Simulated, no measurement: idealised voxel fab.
Process module name: voxel local oxidation
Displayed cross-section: cut, width of 160 nm, square cells sized 5 nm.
A cross-section is a grid of square cells, given in bands from the top down. A band is one or more rows of cells. Each band's line starts with the height of the band's top and of its bottom, in nm. Then come its materials from left to right, each with its width in nm. One material with "edge to edge" fills the band from edge to edge. "empty" is empty space. Below 0: as-received wafer, all one material; heights counted from there. Lowest band: no bottom, goes on down, written "0 down". Top row gets the first number, bottom row gets the second, and each row in between changes by the same step: that is how a band width like "30..40" works. No cell of the cross-section changed in a step that is given as "stayed the same". Under "Voids lacking openings" you'll find the enclosed gaps, the ones with no way out to the top, that are 8 cells or bigger; each reads width x height at distance, with distance counted from the left edge, everything in nm. It should be noted that, on the line of a given step, the content following the step's settings is a remark produced by the simulator itself with respect to that step. "overlay nm" on a masked step: distance the mask lay right of its planned place, negative for left.
PLANNED STEP LIST FOR THE PROCESS
1) RECEIVE | material Si
2) OXIDIZE | depth nm 5
3) CONFORMAL_DEP | material SiN | thk nm 10
4) DIRECTIONAL_DEP | material aC | thk nm 10
5) PATTERN | tone cover | mask id ACTIVE | material resist | width nm 95 | thk nm 30 | overlay nm 0
6) DIRECTIONAL_ETCH | etch materials aC | depth nm 10
7) STRIP | etch materials resist
8) DIRECTIONAL_ETCH | etch materials SiN | depth nm 10
9) STRIP | etch materials aC
10) SELECTIVE_ETCH | etch materials SiO2 | depth nm 5
11) OXIDIZE | depth nm 15
12) STRIP | etch materials SiN
CROSS-SECTION OF THE WAFER AT RECEIPT, WHICH IS THE CONDITION AFTER STEP 1
0 down  Si edge to edge
Voids lacking openings: none
SECTIONED VIEW, FIRST OF TWO WAFERS, AT THE CLOSE OF THE MODULE, PROCESSED AS INTENDED IN THE PLAN
0 to -5  empty: 35, then SiO2: 85, then empty: 40
-5 to -20  SiO2: 50, then Si: 55, then SiO2: 55
-20 down  Si edge to edge
Voids lacking openings: none
CROSS-SECTIONAL VIEW OF THE SECOND OF TWO WAFERS UPON COMPLETION OF THE MODULE. THIS WAFER SHARED ITS STARTING CONDITION AND PROCESS PLAN WITH THE FIRST; ONE ERROR WAS MADE DURING ITS EXECUTION
0 to -5  SiO2: 25, then empty: 105, then SiO2: 30
-5 to -20  Si: 10, then SiO2: 135, then Si: 15
-20 down  Si edge to edge
Voids lacking openings: none
Against the plan, the run slipped here: step 5, actual vs plan mismatch, actual run PATTERN | tone open | mask id ACTIVE | material resist | width nm 95 | thk nm 30 | overlay nm 0
At the finish, the second wafer shows more or fewer cells for some materials than the first does: Si: 18 fewer, SiO2: 12 more
